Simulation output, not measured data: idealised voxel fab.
A process module follows: voxel wiring stack.
The figure presents cross-section cut, which has a width of 280 nm and is divided into square cells with an edge length of 5 nm.
Reading order for cross-sections: top band down to bottom band. Underlying form: a grid of square cells. Band size: one or more rows of cells. Band: top height; bottom height; in nm. Then, left to right: material with width in nm, for each material. "all across": a single material spanning edge to edge. "air": empty space. Heads up on the height convention: 0 is the point under which the incoming wafer is all one material, and the lowest band has no bottom, it just keeps going down, like "0..down". The width entry "30 to 40" should be interpreted row by row: the top row of cells in the band takes the first number, the bottom row takes the second number, and the change between adjacent rows is uniform throughout. Step marked "no alterations made"? Then no cell in the cross-section changed in it. "Entrapped voids" - sealed voids, min. 8 cells, no opening to top; format: width x height at distance (distance from left edge; nm throughout). Where a step's line continues beyond its settings, the continuation is a remark by the simulator itself on that step. You can add "overlay nm" to a step's line. For a step with a mask, it describes how far the mask lay to the right of its planned position, and a negative number describes a lay to the left. Pairs from here to the end. Each: cross-section before one process step, cross-section after it, the latter only as far down as the lowest band that changed. Under each: the step between, and its settings. Mind that the pairs may be taken from different runs of this module on the same starting wafer; whether a pair continues from the pair above depends on its entry headed "Pre-process state", and it does only where that entry says so.

**Pre-process state**
    95..75 | 80 nm resist  25 nm air  20 nm resist  25 nm air  20 nm resist  25 nm air  85 nm resist
    75..60 | 80 nm SiO2  25 nm air  20 nm SiO2  25 nm air  20 nm SiO2  25 nm air  85 nm SiO2
    60..55 | 80 nm SiN  25 nm air  20 nm SiN  25 nm air  20 nm SiN  25 nm air  85 nm SiN
    55..50 | 80 nm SiCN  5 nm SiN  5 nm air  5 nm SiN  30 nm SiCN  5 nm SiN  5 nm air  5 nm SiN  30 nm SiCN  5 nm SiN  5 nm air  5 nm SiN  95 nm SiCN
    50..40 | lowk all across
    40..20 | 80 nm lowk  5 nm TiN  15 nm Ru  5 nm TiN  20 nm lowk  5 nm TiN  15 nm Ru  5 nm TiN  20 nm lowk  5 nm TiN  15 nm Ru  5 nm TiN  85 nm lowk
    20..15 | 80 nm SiN  25 nm TiN  20 nm SiN  25 nm TiN  20 nm SiN  25 nm TiN  85 nm SiN
    15..0 | SiO2 all across
    0..down | Si all across
    Entrapped voids: none

**After the Step**
    75..60 | 80 nm SiO2  25 nm air  20 nm SiO2  25 nm air  20 nm SiO2  25 nm air  85 nm SiO2
    Below 60, no change.
    Entrapped voids: none
Step taken after the before cross-section and before the after cross-section above: STRIP with etch materials resist

Pre-process state: = after-state of the pair above.

**After the Step**
    80..75 | 85 nm TiN  15 nm air  30 nm TiN  15 nm air  30 nm TiN  15 nm air  90 nm TiN
    75..60 | 80 nm SiO2  5 nm TiN  15 nm air  5 nm TiN  20 nm SiO2  5 nm TiN  15 nm air  5 nm TiN  20 nm SiO2  5 nm TiN  15 nm air  5 nm TiN  85 nm SiO2
    60..55 | 80 nm SiN  25 nm TiN  20 nm SiN  25 nm TiN  20 nm SiN  25 nm TiN  85 nm SiN
    55..50 | 80 nm SiCN  5 nm SiN  5 nm TiN  5 nm SiN  30 nm SiCN  5 nm SiN  5 nm TiN  5 nm SiN  30 nm SiCN  5 nm SiN  5 nm TiN  5 nm SiN  95 nm SiCN
    Below 50, no change.
    Entrapped voids: none
Step taken after the before cross-section and before the after cross-section above: CONFORMAL_DEP with material TiN, thk nm 5

Pre-process state: = after-state of the pair above.

**After the Step**
    85..80 | Cu all across
    80..75 | 85 nm TiN  15 nm Cu  30 nm TiN  15 nm Cu  30 nm TiN  15 nm Cu  90 nm TiN
    75..60 | 80 nm SiO2  5 nm TiN  15 nm Cu  5 nm TiN  20 nm SiO2  5 nm TiN  15 nm Cu  5 nm TiN  20 nm SiO2  5 nm TiN  15 nm Cu  5 nm TiN  85 nm SiO2
    Below 60, no change.
    Entrapped voids: none
Step taken after the before cross-section and before the after cross-section above: FILL_DEP with material Cu, thk nm 5

Pre-process state: = after-state of the pair above.

**After the Step**
    75..60 | 80 nm SiO2  5 nm TiN  15 nm Cu  5 nm TiN  20 nm SiO2  5 nm TiN  15 nm Cu  5 nm TiN  20 nm SiO2  5 nm TiN  15 nm Cu  5 nm TiN  85 nm SiO2
    Below 60, no change.
    Entrapped voids: none
Step taken after the before cross-section and before the after cross-section above: CMP with height nm 75

Pre-process state: = after-state of the pair above.

**After the Step**
    80..75 | SiN all across
    Below 75, no change.
    Entrapped voids: none
Step taken after the before cross-section and before the after cross-section above: CONFORMAL_DEP with material SiN, thk nm 5

**Pre-process state**
    85..80 | Cu all across
    80..75 | 85 nm TiN  15 nm Cu  30 nm TiN  15 nm Cu  30 nm TiN  15 nm Cu  90 nm TiN
    75..60 | 80 nm SiO2  5 nm TiN  15 nm Cu  5 nm TiN  20 nm SiO2  5 nm TiN  15 nm Cu  5 nm TiN  20 nm SiO2  5 nm TiN  15 nm Cu  5 nm TiN  85 nm SiO2
    60..55 | 80 nm SiN  25 nm TiN  20 nm SiN  25 nm TiN  20 nm SiN  25 nm TiN  85 nm SiN
    55..45 | 80 nm lowk  15 nm Ru  30 nm lowk  15 nm Ru  30 nm lowk  15 nm Ru  95 nm lowk
    45..40 | 80 nm SiCN  15 nm Ru  30 nm SiCN  15 nm Ru  30 nm SiCN  15 nm Ru  95 nm SiCN
    40..20 | 80 nm lowk  5 nm TiN  15 nm Ru  5 nm TiN  20 nm lowk  5 nm TiN  15 nm Ru  5 nm TiN  20 nm lowk  5 nm TiN  15 nm Ru  5 nm TiN  85 nm lowk
    20..15 | 80 nm SiN  25 nm TiN  20 nm SiN  25 nm TiN  20 nm SiN  25 nm TiN  85 nm SiN
    15..0 | SiO2 all across
    0..down | Si all across
    Entrapped voids: none

**After the Step**
    65..60 | 80 nm SiO2  5 nm TiN  15 nm Cu  5 nm TiN  20 nm SiO2  5 nm TiN  15 nm Cu  5 nm TiN  20 nm SiO2  5 nm TiN  15 nm Cu  5 nm TiN  85 nm SiO2
    Below 60, no change.
    Entrapped voids: none
Step taken after the before cross-section and before the after cross-section above: CMP with height nm 65

Pre-process state: = after-state of the pair above.

**After the Step**
    70..65 | SiN all across
    Below 65, no change.
    Entrapped voids: none
Step taken after the before cross-section and before the after cross-section above: CONFORMAL_DEP with material SiN, thk nm 5

**Pre-process state**
    50..40 | aC all across
    40..20 | lowk all across
    20..15 | SiN all across
    15..0 | SiO2 all across
    0..down | Si all across
    Entrapped voids: none

**After the Step**
    75..50 | 80 nm resist  30 nm air  15 nm resist  30 nm air  15 nm resist  30 nm air  80 nm resist
    Below 50, no change.
    Entrapped voids: none
Step taken after the before cross-section and before the after cross-section above: PATTERN with tone open, mask id METAL_1, material resist, width nm 30, pitch nm 45, thk nm 25, overlay nm 0

Pre-process state: = after-state of the pair above.

**After the Step**
    65..50 | 80 nm resist  30 nm air  15 nm resist  30 nm air  15 nm resist  30 nm air  80 nm resist
    50..40 | 80 nm aC  30 nm air  15 nm aC  30 nm air  15 nm aC  30 nm air  80 nm aC
    Below 40, no change.
    Entrapped voids: none
Step taken after the before cross-section and before the after cross-section above: DIRECTIONAL_ETCH with etch materials aC, depth nm 10

Pre-process state: = after-state of the pair above.

**After the Step**
    50..40 | 80 nm aC  30 nm air  15 nm aC  30 nm air  15 nm aC  30 nm air  80 nm aC
    Below 40, no change.
    Entrapped voids: none
Step taken after the before cross-section and before the after cross-section above: STRIP with etch materials resist

Pre-process state: = after-state of the pair above.

**After the Step**
    50..40 | 80 nm aC  30 nm air  15 nm aC  30 nm air  15 nm aC  30 nm air  80 nm aC
    40..20 | 80 nm lowk  30 nm air  15 nm lowk  30 nm air  15 nm lowk  30 nm air  80 nm lowk
    Below 20, no change.
    Entrapped voids: none
Step taken after the before cross-section and before the after cross-section above: DIRECTIONAL_ETCH with etch materials lowk, depth nm 20

Pre-process state: = after-state of the pair above.

**After the Step**
    50..40 | 80 nm aC  30 nm air  15 nm aC  30 nm air  15 nm aC  30 nm air  80 nm aC
    40..20 | 80 nm lowk  30 nm air  15 nm lowk  30 nm air  15 nm lowk  30 nm air  80 nm lowk
    20..15 | 80 nm SiN  30 nm air  15 nm SiN  30 nm air  15 nm SiN  30 nm air  80 nm SiN
    Below 15, no change.
    Entrapped voids: none
Step taken after the before cross-section and before the after cross-section above: DIRECTIONAL_ETCH with etch materials SiN, depth nm 5

Pre-process state: = after-state of the pair above.

**After the Step**
    40..20 | 80 nm lowk  30 nm air  15 nm lowk  30 nm air  15 nm lowk  30 nm air  80 nm lowk
    Below 20, no change.
    Entrapped voids: none
Step taken after the before cross-section and before the after cross-section above: STRIP with etch materials aC

Pre-process state: = after-state of the pair above.

**After the Step**
    45..40 | 85 nm TiN  20 nm air  25 nm TiN  20 nm air  25 nm TiN  20 nm air  85 nm TiN
    40..20 | 80 nm lowk  5 nm TiN  20 nm air  5 nm TiN  15 nm lowk  5 nm TiN  20 nm air  5 nm TiN  15 nm lowk  5 nm TiN  20 nm air  5 nm TiN  80 nm lowk
    20..15 | 80 nm SiN  30 nm TiN  15 nm SiN  30 nm TiN  15 nm SiN  30 nm TiN  80 nm SiN
    Below 15, no change.
    Entrapped voids: none
Step taken after the before cross-section and before the after cross-section above: CONFORMAL_DEP with material TiN, thk nm 5

Pre-process state: = after-state of the pair above.

**After the Step**
    50..45 | Ru all across
    45..40 | 85 nm TiN  20 nm Ru  25 nm TiN  20 nm Ru  25 nm TiN  20 nm Ru  85 nm TiN
    40..20 | 80 nm lowk  5 nm TiN  20 nm Ru  5 nm TiN  15 nm lowk  5 nm TiN  20 nm Ru  5 nm TiN  15 nm lowk  5 nm TiN  20 nm Ru  5 nm TiN  80 nm lowk
    Below 20, no change.
    Entrapped voids: none
Step taken after the before cross-section and before the after cross-section above: FILL_DEP with material Ru, thk nm 5

Pre-process state: = after-state of the pair above.

**After the Step**
    40..20 | 80 nm lowk  5 nm TiN  20 nm Ru  5 nm TiN  15 nm lowk  5 nm TiN  20 nm Ru  5 nm TiN  15 nm lowk  5 nm TiN  20 nm Ru  5 nm TiN  80 nm lowk
    Below 20, no change.
    Entrapped voids: none
Step taken after the before cross-section and before the after cross-section above: CMP with height nm 40

Pre-process state: = after-state of the pair above.

**After the Step**
    45..40 | SiCN all across
    Below 40, no change.
    Entrapped voids: none
Step taken after the before cross-section and before the after cross-section above: CONFORMAL_DEP with material SiCN, thk nm 5

Pre-process state: = after-state of the pair above.

**After the Step**
    55..45 | lowk all across
    Below 45, no change.
    Entrapped voids: none
Step taken after the before cross-section and before the after cross-section above: DIRECTIONAL_DEP with material lowk, thk nm 10

Pre-process state: = after-state of the pair above.

**After the Step**
    55..45 | 80 nm lowk  15 nm air  30 nm lowk  15 nm air  30 nm lowk  15 nm air  95 nm lowk
    Below 45, no change.
    Entrapped voids: none
Step taken after the before cross-section and before the after cross-section above: MASKED_ETCH with tone open, mask id PLUG_1, width nm 15, pitch nm 45, etch materials lowk, depth nm 10, overlay nm 0

Pre-process state: = after-state of the pair above.

**After the Step**
    55..45 | 80 nm lowk  15 nm air  30 nm lowk  15 nm air  30 nm lowk  15 nm air  95 nm lowk
    45..40 | 80 nm SiCN  15 nm air  30 nm SiCN  15 nm air  30 nm SiCN  15 nm air  95 nm SiCN
    Below 40, no change.
    Entrapped voids: none
Step taken after the before cross-section and before the after cross-section above: MASKED_ETCH with tone open, mask id PLUG_1, width nm 15, pitch nm 45, etch materials SiCN, depth nm 5, overlay nm 0

Pre-process state: = after-state of the pair above.

**After the Step**
    55..50 | 80 nm lowk  15 nm air  30 nm lowk  15 nm air  30 nm lowk  15 nm air  95 nm lowk
    50..45 | 80 nm lowk  15 nm Ru  30 nm lowk  15 nm Ru  30 nm lowk  15 nm Ru  95 nm lowk
    45..40 | 80 nm SiCN  15 nm Ru  30 nm SiCN  15 nm Ru  30 nm SiCN  15 nm Ru  95 nm SiCN
    Below 40, no change.
    Entrapped voids: none
Step taken after the before cross-section and before the after cross-section above: EPI with material Ru, thk nm 10

Pre-process state: = after-state of the pair above.

**After the Step**
    55..45 | 80 nm lowk  15 nm Ru  30 nm lowk  15 nm Ru  30 nm lowk  15 nm Ru  95 nm lowk
    Below 45, no change.
    Entrapped voids: none
Step taken after the before cross-section and before the after cross-section above: EPI with material Ru, thk nm 5

Pre-process state: = after-state of the pair above.

**After the Step**
    60..55 | SiN all across
    Below 55, no change.
    Entrapped voids: none
Step taken after the before cross-section and before the after cross-section above: CONFORMAL_DEP with material SiN, thk nm 5

Pre-process state: = after-state of the pair above.

**After the Step**
    75..60 | SiO2 all across
    Below 60, no change.
    Entrapped voids: none
Step taken after the before cross-section and before the after cross-section above: DIRECTIONAL_DEP with material SiO2, thk nm 15

Pre-process state: = after-state of the pair above.

**After the Step**
    95..75 | 80 nm resist  25 nm air  20 nm resist  25 nm air  20 nm resist  25 nm air  85 nm resist
    Below 75, no change.
    Entrapped voids: none
Step taken after the before cross-section and before the after cross-section above: PATTERN with tone open, mask id METAL_2, material resist, width nm 25, pitch nm 45, thk nm 20, overlay nm 0

Pre-process state: = after-state of the pair above.

**After the Step**
    95..75 | 80 nm resist  25 nm air  20 nm resist  25 nm air  20 nm resist  25 nm air  85 nm resist
    75..60 | 80 nm SiO2  25 nm air  20 nm SiO2  25 nm air  20 nm SiO2  25 nm air  85 nm SiO2
    Below 60, no change.
    Entrapped voids: none
Step taken after the before cross-section and before the after cross-section above: DIRECTIONAL_ETCH with etch materials SiO2, depth nm 15

Pre-process state: = after-state of the pair above.

**After the Step**
    95..75 | 80 nm resist  25 nm air  20 nm resist  25 nm air  20 nm resist  25 nm air  85 nm resist
    75..60 | 80 nm SiO2  25 nm air  20 nm SiO2  25 nm air  20 nm SiO2  25 nm air  85 nm SiO2
    60..55 | 80 nm SiN  25 nm air  20 nm SiN  25 nm air  20 nm SiN  25 nm air  85 nm SiN
    Below 55, no change.
    Entrapped voids: none
Step taken after the before cross-section and before the after cross-section above: DIRECTIONAL_ETCH with etch materials SiN, depth nm 5

Pre-process state: = after-state of the pair above.

**After the Step**
    75..60 | 80 nm SiO2  25 nm air  20 nm SiO2  25 nm air  20 nm SiO2  25 nm air  85 nm SiO2
    Below 60, no change.
    Entrapped voids: none
Step taken after the before cross-section and before the after cross-section above: STRIP with etch materials resist

Pre-process state: = after-state of the pair above.

**After the Step**
    80..75 | 85 nm TiN  15 nm air  30 nm TiN  15 nm air  30 nm TiN  15 nm air  90 nm TiN
    75..60 | 80 nm SiO2  5 nm TiN  15 nm air  5 nm TiN  20 nm SiO2  5 nm TiN  15 nm air  5 nm TiN  20 nm SiO2  5 nm TiN  15 nm air  5 nm TiN  85 nm SiO2
    60..55 | 80 nm SiN  25 nm TiN  20 nm SiN  25 nm TiN  20 nm SiN  25 nm TiN  85 nm SiN
    Below 55, no change.
    Entrapped voids: none
Step taken after the before cross-section and before the after cross-section above: CONFORMAL_DEP with material TiN, thk nm 5

Pre-process state: = after-state of the pair above.

**After the Step**
    85..80 | Cu all across
    80..75 | 85 nm TiN  15 nm Cu  30 nm TiN  15 nm Cu  30 nm TiN  15 nm Cu  90 nm TiN
    75..60 | 80 nm SiO2  5 nm TiN  15 nm Cu  5 nm TiN  20 nm SiO2  5 nm TiN  15 nm Cu  5 nm TiN  20 nm SiO2  5 nm TiN  15 nm Cu  5 nm TiN  85 nm SiO2
    Below 60, no change.
    Entrapped voids: none
Step taken after the before cross-section and before the after cross-section above: FILL_DEP with material Cu, thk nm 5

Pre-process state: = after-state of the pair above.

**After the Step**
    75..60 | 80 nm SiO2  5 nm TiN  15 nm Cu  5 nm TiN  20 nm SiO2  5 nm TiN  15 nm Cu  5 nm TiN  20 nm SiO2  5 nm TiN  15 nm Cu  5 nm TiN  85 nm SiO2
    Below 60, no change.
    Entrapped voids: none
Step taken after the before cross-section and before the after cross-section above: CMP with height nm 75

Pre-process state: = after-state of the pair above.

**After the Step**
    80..75 | SiN all across
    Below 75, no change.
    Entrapped voids: none
Step taken after the before cross-section and before the after cross-section above: CONFORMAL_DEP with material SiN, thk nm 5

**Pre-process state**
    55..45 | lowk all across
    45..40 | SiCN all across
    40..20 | 80 nm lowk  5 nm TiN  15 nm Ru  5 nm TiN  20 nm lowk  5 nm TiN  15 nm Ru  5 nm TiN  20 nm lowk  5 nm TiN  15 nm Ru  5 nm TiN  85 nm lowk
    20..15 | 80 nm SiN  25 nm TiN  20 nm SiN  25 nm TiN  20 nm SiN  25 nm TiN  85 nm SiN
    15..0 | SiO2 all across
    0..down | Si all across
    Entrapped voids: none

**After the Step**
    55..45 | 90 nm lowk  15 nm air  30 nm lowk  15 nm air  30 nm lowk  15 nm air  85 nm lowk
    Below 45, no change.
    Entrapped voids: none
Step taken after the before cross-section and before the after cross-section above: MASKED_ETCH with tone open, mask id PLUG_1, width nm 15, pitch nm 45, etch materials lowk, depth nm 10, overlay nm 10

Pre-process state: = after-state of the pair above.

**After the Step**
    55..45 | 90 nm lowk  15 nm air  30 nm lowk  15 nm air  30 nm lowk  15 nm air  85 nm lowk
    45..40 | 90 nm SiCN  5 nm air  40 nm SiCN  5 nm air  40 nm SiCN  5 nm air  95 nm SiCN
    Below 40, no change.
    Entrapped voids: none
Step taken after the before cross-section and before the after cross-section above: MASKED_ETCH with tone open, mask id PLUG_1, width nm 15, pitch nm 45, etch materials SiCN, depth nm 5, overlay nm 0

Pre-process state: = after-state of the pair above.

**After the Step**
    55..50 | 90 nm lowk  15 nm air  30 nm lowk  15 nm air  30 nm lowk  15 nm air  85 nm lowk
    50..45 | 90 nm lowk  10 nm Ru  5 nm air  30 nm lowk  10 nm Ru  5 nm air  30 nm lowk  10 nm Ru  5 nm air  85 nm lowk
    45..40 | 90 nm SiCN  5 nm Ru  40 nm SiCN  5 nm Ru  40 nm SiCN  5 nm Ru  95 nm SiCN
    Below 40, no change.
    Entrapped voids: none
Step taken after the before cross-section and before the after cross-section above: EPI with material Ru, thk nm 10

Pre-process state: = after-state of the pair above.

**After the Step**
    55..45 | 90 nm lowk  15 nm Ru  30 nm lowk  15 nm Ru  30 nm lowk  15 nm Ru  85 nm lowk
    Below 45, no change.
    Entrapped voids: none
Step taken after the before cross-section and before the after cross-section above: EPI with material Ru, thk nm 5

Pre-process state: = after-state of the pair above.

**After the Step**
    60..55 | SiN all across
    Below 55, no change.
    Entrapped voids: none
Step taken after the before cross-section and before the after cross-section above: CONFORMAL_DEP with material SiN, thk nm 5

Pre-process state: = after-state of the pair above.

**After the Step**
    75..60 | SiO2 all across
    Below 60, no change.
    Entrapped voids: none
Step taken after the before cross-section and before the after cross-section above: DIRECTIONAL_DEP with material SiO2, thk nm 15

Pre-process state: = after-state of the pair above.

**After the Step**
    95..75 | 80 nm resist  25 nm air  20 nm resist  25 nm air  20 nm resist  25 nm air  85 nm resist
    Below 75, no change.
    Entrapped voids: none
Step taken after the before cross-section and before the after cross-section above: PATTERN with tone open, mask id METAL_2, material resist, width nm 25, pitch nm 45, thk nm 20, overlay nm 0

Pre-process state: = after-state of the pair above.

**After the Step**
    95..75 | 80 nm resist  25 nm air  20 nm resist  25 nm air  20 nm resist  25 nm air  85 nm resist
    75..60 | 80 nm SiO2  25 nm air  20 nm SiO2  25 nm air  20 nm SiO2  25 nm air  85 nm SiO2
    Below 60, no change.
    Entrapped voids: none
Step taken after the before cross-section and before the after cross-section above: DIRECTIONAL_ETCH with etch materials SiO2, depth nm 15

Pre-process state: = after-state of the pair above.

**After the Step**
    95..75 | 80 nm resist  25 nm air  20 nm resist  25 nm air  20 nm resist  25 nm air  85 nm resist
    75..60 | 80 nm SiO2  25 nm air  20 nm SiO2  25 nm air  20 nm SiO2  25 nm air  85 nm SiO2
    60..55 | 80 nm SiN  25 nm air  20 nm SiN  25 nm air  20 nm SiN  25 nm air  85 nm SiN
    Below 55, no change.
    Entrapped voids: none
Step taken after the before cross-section and before the after cross-section above: DIRECTIONAL_ETCH with etch materials SiN, depth nm 5

Pre-process state: = after-state of the pair above.

**After the Step**
    75..60 | 80 nm SiO2  25 nm air  20 nm SiO2  25 nm air  20 nm SiO2  25 nm air  85 nm SiO2
    Below 60, no change.
    Entrapped voids: none
Step taken after the before cross-section and before the after cross-section above: STRIP with etch materials resist

Pre-process state: = after-state of the pair above.

**After the Step**
    80..75 | 85 nm TiN  15 nm air  30 nm TiN  15 nm air  30 nm TiN  15 nm air  90 nm TiN
    75..60 | 80 nm SiO2  5 nm TiN  15 nm air  5 nm TiN  20 nm SiO2  5 nm TiN  15 nm air  5 nm TiN  20 nm SiO2  5 nm TiN  15 nm air  5 nm TiN  85 nm SiO2
    60..55 | 80 nm SiN  25 nm TiN  20 nm SiN  25 nm TiN  20 nm SiN  25 nm TiN  85 nm SiN
    Below 55, no change.
    Entrapped voids: none
Step taken after the before cross-section and before the after cross-section above: CONFORMAL_DEP with material TiN, thk nm 5

Pre-process state: = after-state of the pair above.

**After the Step**
    85..80 | Cu all across
    80..75 | 85 nm TiN  15 nm Cu  30 nm TiN  15 nm Cu  30 nm TiN  15 nm Cu  90 nm TiN
    75..60 | 80 nm SiO2  5 nm TiN  15 nm Cu  5 nm TiN  20 nm SiO2  5 nm TiN  15 nm Cu  5 nm TiN  20 nm SiO2  5 nm TiN  15 nm Cu  5 nm TiN  85 nm SiO2
    Below 60, no change.
    Entrapped voids: none
Step taken after the before cross-section and before the after cross-section above: FILL_DEP with material Cu, thk nm 5

Pre-process state: = after-state of the pair above.

**After the Step**
    75..60 | 80 nm SiO2  5 nm TiN  15 nm Cu  5 nm TiN  20 nm SiO2  5 nm TiN  15 nm Cu  5 nm TiN  20 nm SiO2  5 nm TiN  15 nm Cu  5 nm TiN  85 nm SiO2
    Below 60, no change.
    Entrapped voids: none
Step taken after the before cross-section and before the after cross-section above: CMP with height nm 75

Pre-process state: = after-state of the pair above.

**After the Step**
    80..75 | SiN all across
    Below 75, no change.
    Entrapped voids: none
Step taken after the before cross-section and before the after cross-section above: CONFORMAL_DEP with material SiN, thk nm 5

**Pre-process state**
    40..20 | 80 nm lowk  5 nm TiN  15 nm Ru  5 nm TiN  20 nm lowk  5 nm TiN  15 nm Ru  5 nm TiN  20 nm lowk  5 nm TiN  15 nm Ru  5 nm TiN  85 nm lowk
    20..15 | 80 nm SiN  25 nm TiN  20 nm SiN  25 nm TiN  20 nm SiN  25 nm TiN  85 nm SiN
    15..0 | SiO2 all across
    0..down | Si all across
    Entrapped voids: none

**After the Step**
    45..40 | lowk all across
    Below 40, no change.
    Entrapped voids: none
Step taken after the before cross-section and before the after cross-section above: CONFORMAL_DEP with material lowk, thk nm 5

Pre-process state: = after-state of the pair above.

**After the Step**
    55..40 | lowk all across
    Below 40, no change.
    Entrapped voids: none
Step taken after the before cross-section and before the after cross-section above: DIRECTIONAL_DEP with material lowk, thk nm 10

Pre-process state: = after-state of the pair above.

**After the Step**
    55..45 | 80 nm lowk  15 nm air  30 nm lowk  15 nm air  30 nm lowk  15 nm air  95 nm lowk
    Below 45, no change.
    Entrapped voids: none
Step taken after the before cross-section and before the after cross-section above: MASKED_ETCH with tone open, mask id PLUG_1, width nm 15, pitch nm 45, etch materials lowk, depth nm 10, overlay nm 0

Pre-process state: = after-state of the pair above.

**After the Step**
    60..55 | 85 nm SiN  5 nm air  40 nm SiN  5 nm air  40 nm SiN  5 nm air  100 nm SiN
    55..50 | 80 nm lowk  5 nm SiN  5 nm air  5 nm SiN  30 nm lowk  5 nm SiN  5 nm air  5 nm SiN  30 nm lowk  5 nm SiN  5 nm air  5 nm SiN  95 nm lowk
    50..45 | 80 nm lowk  15 nm SiN  30 nm lowk  15 nm SiN  30 nm lowk  15 nm SiN  95 nm lowk
    Below 45, no change.
    Entrapped voids: none
Step taken after the before cross-section and before the after cross-section above: CONFORMAL_DEP with material SiN, thk nm 5

Pre-process state: = after-state of the pair above.

**After the Step**
    75..65 | 85 nm SiO2  5 nm air  40 nm SiO2  5 nm air  40 nm SiO2  5 nm air  100 nm SiO2
    65..60 | SiO2 all across
    60..55 | 85 nm SiN  5 nm SiO2  40 nm SiN  5 nm SiO2  40 nm SiN  5 nm SiO2  100 nm SiN
    55..50 | 80 nm lowk  5 nm SiN  5 nm SiO2  5 nm SiN  30 nm lowk  5 nm SiN  5 nm SiO2  5 nm SiN  30 nm lowk  5 nm SiN  5 nm SiO2  5 nm SiN  95 nm lowk
    Below 50, no change.
    Entrapped voids: none
Step taken after the before cross-section and before the after cross-section above: DIRECTIONAL_DEP with material SiO2, thk nm 15

Pre-process state: = after-state of the pair above.

**After the Step**
    95..75 | 80 nm resist  25 nm air  20 nm resist  25 nm air  20 nm resist  25 nm air  85 nm resist
    Below 75, no change.
    Entrapped voids: none
Step taken after the before cross-section and before the after cross-section above: PATTERN with tone open, mask id METAL_2, material resist, width nm 25, pitch nm 45, thk nm 20, overlay nm 0

Pre-process state: = after-state of the pair above.

**After the Step**
    95..75 | 80 nm resist  25 nm air  20 nm resist  25 nm air  20 nm resist  25 nm air  85 nm resist
    75..60 | 80 nm SiO2  25 nm air  20 nm SiO2  25 nm air  20 nm SiO2  25 nm air  85 nm SiO2
    60..55 | 85 nm SiN  5 nm air  40 nm SiN  5 nm air  40 nm SiN  5 nm air  100 nm SiN
    55..50 | 80 nm lowk  5 nm SiN  5 nm air  5 nm SiN  30 nm lowk  5 nm SiN  5 nm air  5 nm SiN  30 nm lowk  5 nm SiN  5 nm air  5 nm SiN  95 nm lowk
    Below 50, no change.
    Entrapped voids: none
Step taken after the before cross-section and before the after cross-section above: DIRECTIONAL_ETCH with etch materials SiO2, depth nm 15

Pre-process state: = after-state of the pair above.

**After the Step**
    95..75 | 80 nm resist  25 nm air  20 nm resist  25 nm air  20 nm resist  25 nm air  85 nm resist
    75..60 | 80 nm SiO2  25 nm air  20 nm SiO2  25 nm air  20 nm SiO2  25 nm air  85 nm SiO2
    60..55 | 80 nm SiN  25 nm air  20 nm SiN  25 nm air  20 nm SiN  25 nm air  85 nm SiN
    55..45 | 80 nm lowk  5 nm SiN  5 nm air  5 nm SiN  30 nm lowk  5 nm SiN  5 nm air  5 nm SiN  30 nm lowk  5 nm SiN  5 nm air  5 nm SiN  95 nm lowk
    Below 45, no change.
    Entrapped voids: none
Step taken after the before cross-section and before the after cross-section above: DIRECTIONAL_ETCH with etch materials SiN, depth nm 5

Pre-process state: = after-state of the pair above.

**After the Step**
    75..60 | 80 nm SiO2  25 nm air  20 nm SiO2  25 nm air  20 nm SiO2  25 nm air  85 nm SiO2
    Below 60, no change.
    Entrapped voids: none
Step taken after the before cross-section and before the after cross-section above: STRIP with etch materials resist

Pre-process state: = after-state of the pair above.

**After the Step**
    80..75 | 85 nm TiN  15 nm air  30 nm TiN  15 nm air  30 nm TiN  15 nm air  90 nm TiN
    75..60 | 80 nm SiO2  5 nm TiN  15 nm air  5 nm TiN  20 nm SiO2  5 nm TiN  15 nm air  5 nm TiN  20 nm SiO2  5 nm TiN  15 nm air  5 nm TiN  85 nm SiO2
    60..55 | 80 nm SiN  25 nm TiN  20 nm SiN  25 nm TiN  20 nm SiN  25 nm TiN  85 nm SiN
    55..45 | 80 nm lowk  5 nm SiN  5 nm TiN  5 nm SiN  30 nm lowk  5 nm SiN  5 nm TiN  5 nm SiN  30 nm lowk  5 nm SiN  5 nm TiN  5 nm SiN  95 nm lowk
    Below 45, no change.
    Entrapped voids: none
Step taken after the before cross-section and before the after cross-section above: CONFORMAL_DEP with material TiN, thk nm 5

Pre-process state: = after-state of the pair above.

**After the Step**
    85..80 | Cu all across
    80..75 | 85 nm TiN  15 nm Cu  30 nm TiN  15 nm Cu  30 nm TiN  15 nm Cu  90 nm TiN
    75..60 | 80 nm SiO2  5 nm TiN  15 nm Cu  5 nm TiN  20 nm SiO2  5 nm TiN  15 nm Cu  5 nm TiN  20 nm SiO2  5 nm TiN  15 nm Cu  5 nm TiN  85 nm SiO2
    Below 60, no change.
    Entrapped voids: none
Step taken after the before cross-section and before the after cross-section above: FILL_DEP with material Cu, thk nm 5

Pre-process state: = after-state of the pair above.

**After the Step**
    75..60 | 80 nm SiO2  5 nm TiN  15 nm Cu  5 nm TiN  20 nm SiO2  5 nm TiN  15 nm Cu  5 nm TiN  20 nm SiO2  5 nm TiN  15 nm Cu  5 nm TiN  85 nm SiO2
    Below 60, no change.
    Entrapped voids: none
Step taken after the before cross-section and before the after cross-section above: CMP with height nm 75

Pre-process state: = after-state of the pair above.

**After the Step**
    80..75 | SiN all across
    Below 75, no change.
    Entrapped voids: none
Step taken after the before cross-section and before the after cross-section above: CONFORMAL_DEP with material SiN, thk nm 5

**Pre-process state**
    75..60 | SiO2 all across
    60..55 | SiN all across
    55..45 | 80 nm lowk  15 nm Ru  30 nm lowk  15 nm Ru  30 nm lowk  15 nm Ru  95 nm lowk
    45..40 | 80 nm SiCN  15 nm Ru  30 nm SiCN  15 nm Ru  30 nm SiCN  15 nm Ru  95 nm SiCN
    40..20 | 80 nm lowk  5 nm TiN  15 nm Ru  5 nm TiN  20 nm lowk  5 nm TiN  15 nm Ru  5 nm TiN  20 nm lowk  5 nm TiN  15 nm Ru  5 nm TiN  85 nm lowk
    20..15 | 80 nm SiN  25 nm TiN  20 nm SiN  25 nm TiN  20 nm SiN  25 nm TiN  85 nm SiN
    15..0 | SiO2 all across
    0..down | Si all across
    Entrapped voids: none

**After the Step**
    95..75 | 80 nm air  25 nm resist  20 nm air  25 nm resist  20 nm air  25 nm resist  85 nm air
    Below 75, no change.
    Entrapped voids: none
Step taken after the before cross-section and before the after cross-section above: PATTERN with tone cover, mask id METAL_2, material resist, width nm 25, pitch nm 45, thk nm 20, overlay nm 0

Pre-process state: = after-state of the pair above.

**After the Step**
    95..75 | 80 nm air  25 nm resist  20 nm air  25 nm resist  20 nm air  25 nm resist  85 nm air
    75..60 | 80 nm air  25 nm SiO2  20 nm air  25 nm SiO2  20 nm air  25 nm SiO2  85 nm air
    Below 60, no change.
    Entrapped voids: none
Step taken after the before cross-section and before the after cross-section above: DIRECTIONAL_ETCH with etch materials SiO2, depth nm 15
